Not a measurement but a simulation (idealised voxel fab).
process module | voxel fin reveal
cross-section cut | 220 nm wide | cells 5 nm
A cross-section is a grid of square cells, given in bands from the top down. A band is one or more rows of cells.
Each band's line starts with the height of the band's top and of its bottom, in nm. Then come its materials from left to right, each with its width in nm. One material with "throughout" fills the band from edge to edge. "air" is empty space.
Height 0 is the level under which the wafer as received is all one material. The lowest band goes on downwards, as in "0 down".
A width such as "30 to 40" changes by the same amount from each row of cells to the next, from the band's top row to its bottom row.
"no change" after a step means that no cell of the cross-section changed.
closed voids: empty space of 8 cells or more with no open way to the top, each as width x height at its distance from the left edge, in nm
after a step's settings: what the simulator itself notes on the step
overlay nm, on a step with a mask: how far to the right of its planned place the mask lay; to the left if negative
plan
1 op RECEIVE | material Si
2 op CONFORMAL_DEP | material SiN | thk nm 10
3 op MASKED_ETCH | tone cover | mask id FINS | width nm 15 | pitch nm 35 | etch materials SiN | depth nm 10 | overlay nm -15
4 op MASKED_ETCH | tone cover | mask id FINS | width nm 15 | pitch nm 35 | etch materials Si | depth nm 40 | overlay nm 0
5 op OXIDIZE | depth nm 5
6 op FILL_DEP | material SiO2 | thk nm 15
7 op CMP | height nm 10
8 op SELECTIVE_ETCH | etch materials SiO2 | depth nm 30
9 op STRIP | etch materials SiN
varied across the wafers: overlay nm of step 3. The plan shows the first wafer's value. All wafers start alike
first wafer as received, after step 1
  0 down: Si throughout
  closed voids: none
each wafer at the end: cells of each material gained (+) or lost (-) since it was received, then its closed voids
overlay nm -15 | -297 Si | +160 SiO2 | closed voids: none
overlay nm -10 | -321 Si | +175 SiO2 | closed voids: none
overlay nm -5 | -345 Si | +190 SiO2 | closed voids: none
overlay nm 0 | -369 Si | +205 SiO2 | closed voids: none
overlay nm 5 | -345 Si | +190 SiO2 | closed voids: none
overlay nm 10 | -321 Si | +175 SiO2 | closed voids: none
overlay nm 15 | -297 Si | +160 SiO2 | closed voids: none
